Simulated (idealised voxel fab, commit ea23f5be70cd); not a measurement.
The following process module bears the name voxel capacitor over wiring.
cross-section cut | 250 nm wide | cells 5 nm
Think of the cross-section as a grid of square cells. We describe it in bands, top to bottom, and each band covers one or more rows of those cells.
For a band, the entry starts with two heights in nm, that of the top and then that of the bottom, and carries on with the band's materials in order from left to right, each alongside its width in nm; the word "everywhere" beside a single material means it fills the band edge to edge, and "empty" means empty space.
For the purposes of this specification, 0 denotes the height below which the wafer in its as-received condition is composed wholly of one material, and the lowermost band, lacking a lower limit, extends downward without end, as expressed in "0..down".
So if you see something like "30->40" for the width, read it as the top row of the band sitting at the first number and the bottom row at the second, with every row in between moving by the same amount as the last.
Step marked "no change occurred"? Then no cell in the cross-section changed in it.
What "Closed void list" gives you is every empty space of 8 cells or more that is cut off from the top. Each appears as width x height at distance, with the distance taken from the left edge and width, height and distance all in nm.
Post-settings text on a step line: simulator's own remark regarding the step.
Among the settings permitted on a step's line is "overlay nm"; applied to a step with a mask, it specifies the extent to which the mask lay to the right of its planned position, whereas a negative figure signifies a position to the left.

The planned process steps are enumerated hereunder
1. RECEIVE (material Si)
2. CONFORMAL_DEP (material SiO2; thk nm 15)
3. DIRECTIONAL_DEP (material TiN; thk nm 5)
4. DIRECTIONAL_DEP (material W; thk nm 15)
5. MASKED_ETCH (tone cover; mask id METAL_1; width nm 25; pitch nm 75; etch materials W; depth nm 15; overlay nm 0)
6. MASKED_ETCH (tone cover; mask id METAL_1; width nm 25; pitch nm 75; etch materials TiN; depth nm 5; overlay nm 0)
7. FILL_DEP (material lowk; thk nm 10)
8. CMP (height nm 35)
9. CONFORMAL_DEP (material SiCN; thk nm 5)
10. DIRECTIONAL_DEP (material SiO2; thk nm 15)
11. DIRECTIONAL_DEP (material aC; thk nm 15)
12. PATTERN (tone open; mask id PLUG_1; material resist; width nm 15; thk nm 30; overlay nm 0)
13. DIRECTIONAL_ETCH (etch materials aC; depth nm 15)
14. STRIP (etch materials resist)
15. DIRECTIONAL_ETCH (etch materials SiO2; depth nm 15)
16. DIRECTIONAL_ETCH (etch materials SiCN; depth nm 5)
17. STRIP (etch materials aC)
18. CONFORMAL_DEP (material TiN; thk nm 5)
19. FILL_DEP (material Cu; thk nm 10)
20. CMP (height nm 55)
21. DIRECTIONAL_DEP (material TiN; thk nm 5)
22. DIRECTIONAL_DEP (material Al2O3; thk nm 5)
23. DIRECTIONAL_DEP (material TiN; thk nm 10)
24. DIRECTIONAL_DEP (material aC; thk nm 10)
25. PATTERN (tone cover; mask id UPPER_PLATE; material resist; width nm 55; thk nm 30; overlay nm 0)
26. DIRECTIONAL_ETCH (etch materials aC; depth nm 10)
27. STRIP (etch materials resist)
28. DIRECTIONAL_ETCH (etch materials TiN; depth nm 10)
29. DIRECTIONAL_ETCH (etch materials Al2O3; depth nm 5)
30. STRIP (etch materials aC)
31. DIRECTIONAL_DEP (material aC; thk nm 15)
32. PATTERN (tone cover; mask id LOWER_PLATE; material resist; width nm 65; thk nm 30; overlay nm 0)
33. DIRECTIONAL_ETCH (etch materials aC; depth nm 15)
34. STRIP (etch materials resist)
35. DIRECTIONAL_ETCH (etch materials TiN; depth nm 5)
36. STRIP (etch materials aC)
37. FILL_DEP (material SiO2; thk nm 20)
38. CMP (height nm 90)
39. DIRECTIONAL_DEP (material aC; thk nm 10)
40. PATTERN (tone open; mask id PLUG_2; material resist; width nm 15; thk nm 30; overlay nm 0)
41. DIRECTIONAL_ETCH (etch materials aC; depth nm 10)
42. STRIP (etch materials resist)
43. DIRECTIONAL_ETCH (etch materials SiO2; depth nm 15)
44. STRIP (etch materials aC)
45. CONFORMAL_DEP (material TiN; thk nm 5)
46. FILL_DEP (material W; thk nm 5)
47. CMP (height nm 90)
48. CONFORMAL_DEP (material SiCN; thk nm 5)

Cross-section of the wafer at receipt, which is the condition after step 1
- 0..down = Si everywhere
- Closed void list: none

Module complete, cross-section. Starting point and plan per above. One mistake made in running the module
- 95..90 = SiCN everywhere
- 90..85 = SiO2 95  TiN 15  SiO2 140
- 85..75 = SiO2 85  TiN 55  SiO2 110
- 75..70 = SiO2 85  Al2O3 55  SiO2 110
- 70..60 = Al2O3 everywhere
- 60..55 = TiN everywhere
- 55..40 = SiO2 85  TiN 5  Cu 5  TiN 5  SiO2 150
- 40..35 = SiCN 85  TiN 15  SiCN 150
- 35..20 = lowk 75  W 25  lowk 50  W 25  lowk 75
- 20..15 = lowk 75  TiN 25  lowk 50  TiN 25  lowk 75
- 15..0 = SiO2 everywhere
- 0..down = Si everywhere
- Closed void list: none
Misprocessing identified: step 22 ran differently from the plan; actual operation with settings: DIRECTIONAL_DEP (material Al2O3; thk nm 15)
